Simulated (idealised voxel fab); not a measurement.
Process module heading - voxel self aligned contacts
Cross-section cut spans 165 nm and uses square cells 5 nm in size.
Cross-section, as written here: a square-cell grid given band by band from the top down, where a band holds one or more rows of cells. Band: top and bottom heights (nm) first, top before bottom; then materials from left to right, widths in nm. "full width" marks a sole material filling the band edge to edge. "empty" denotes empty space. Height is counted from the level 0, under which the received wafer is composed throughout of one material. The lowest of the bands is not closed at the bottom but continues downward, in the notation "top 0, no bottom". Width spec "30 to 40" -> top row of cells at first value, bottom row at second value, equal per-row change in between. Given "nothing altered" for a step, no cell of the cross-section differs between before and after that step. "Trapped voids": empty spaces of 8 cells or more with no open way to the top, each given as width x height at distance, distance from the left edge, all in nm. On each step's line, the part that comes after the settings is the simulator's own comment on the step. overlay nm: for a step with a mask, the amount by which the mask lay right of where it was planned; a negative amount means left of it.
The following list gives the planned process steps:
1,RECEIVE with material Si
2,CONFORMAL_DEP with material SiO2, thk nm 5
3,DIRECTIONAL_DEP with material polySi, thk nm 30
4,DIRECTIONAL_DEP with material SiN, thk nm 15
5,MASKED_ETCH with tone cover, mask id GATE, width nm 35, pitch nm 70, etch materials SiN, depth nm 15, overlay nm 0
6,MASKED_ETCH with tone cover, mask id GATE, width nm 35, pitch nm 70, etch materials polySi, depth nm 30, overlay nm -15
7,CONFORMAL_DEP with material SiN, thk nm 5
8,DIRECTIONAL_ETCH with etch materials SiN, depth nm 5
9,FILL_DEP with material SiO2, thk nm 15
10,CMP with height nm 55
11,MASKED_ETCH with tone open, mask id CONTACT, width nm 45, etch materials SiO2, depth nm 55, overlay nm 0
12,CONFORMAL_DEP with material TiN, thk nm 5
13,FILL_DEP with material Ru, thk nm 10
14,CMP with height nm 55
15,CONFORMAL_DEP with material SiCN, thk nm 5
Quick note for whoever runs this: the wafers start identical, but the overlay nm at step 6 isn't the same across them. The plan just shows what the first wafer had.
The as-received cross-section of the first of several wafers corresponds to the state after step 1:
    top 0, no bottom = Si full width
    Trapped voids: none
At the end of the module, after its last step, step 15, the first of several wafers appears in cross-section as follows:
    top 60, bottom 55 = SiCN full width
    top 55, bottom 50 = SiO2=60; TiN=15; Ru=15; TiN=15; SiO2=60
    top 50, bottom 40 = SiO2=25; SiN=45; TiN=5; Ru=15; TiN=5; SiN=45; SiO2=25
    top 40, bottom 35 = SiO2=25; SiN=45; TiN=25; SiN=45; SiO2=25
    top 35, bottom 5 = SiO2=10; SiN=5; polySi=50; SiN=5; TiN=10; SiN=5; polySi=50; SiN=5; SiO2=25
    top 5, bottom 0 = SiO2=70; TiN=10; SiO2=85
    top 0, no bottom = Si full width
    Trapped voids: none
Final wafer of several, shown in cross-section at the end of the module:
    top 60, bottom 55 = SiCN full width
    top 55, bottom 50 = SiO2=60; TiN=15; Ru=15; TiN=15; SiO2=60
    top 50, bottom 40 = SiO2=25; SiN=45; TiN=5; Ru=15; TiN=5; SiN=45; SiO2=25
    top 40, bottom 35 = SiO2=25; SiN=45; TiN=25; SiN=45; SiO2=25
    top 35, bottom 5 = SiO2=25; SiN=5; polySi=50; SiN=5; TiN=10; SiN=5; polySi=50; SiN=5; SiO2=10
    top 5, bottom 0 = SiO2=85; TiN=10; SiO2=70
    top 0, no bottom = Si full width
    Trapped voids: none
Take any row and you have a wafer at the end of the module: how many cells of each material it has gained (+) or lost (-) since it was received, and then its closed voids:
overlay nm -15 | +9 Ru | +33 SiCN | +78 SiN | +127 SiO2 | +29 TiN | +120 polySi | Trapped voids: none
overlay nm -10 | +16 Ru | +33 SiCN | +78 SiN | +132 SiO2 | +29 TiN | +108 polySi | Trapped voids: none
overlay nm -5 | +23 Ru | +33 SiCN | +78 SiN | +137 SiO2 | +29 TiN | +96 polySi | Trapped voids: none
overlay nm 0 | +30 Ru | +33 SiCN | +78 SiN | +142 SiO2 | +29 TiN | +84 polySi | Trapped voids: none
overlay nm 5 | +23 Ru | +33 SiCN | +78 SiN | +137 SiO2 | +29 TiN | +96 polySi | Trapped voids: none
overlay nm 10 | +16 Ru | +33 SiCN | +78 SiN | +132 SiO2 | +29 TiN | +108 polySi | Trapped voids: none
overlay nm 15 | +9 Ru | +33 SiCN | +78 SiN | +127 SiO2 | +29 TiN | +120 polySi | Trapped voids: none
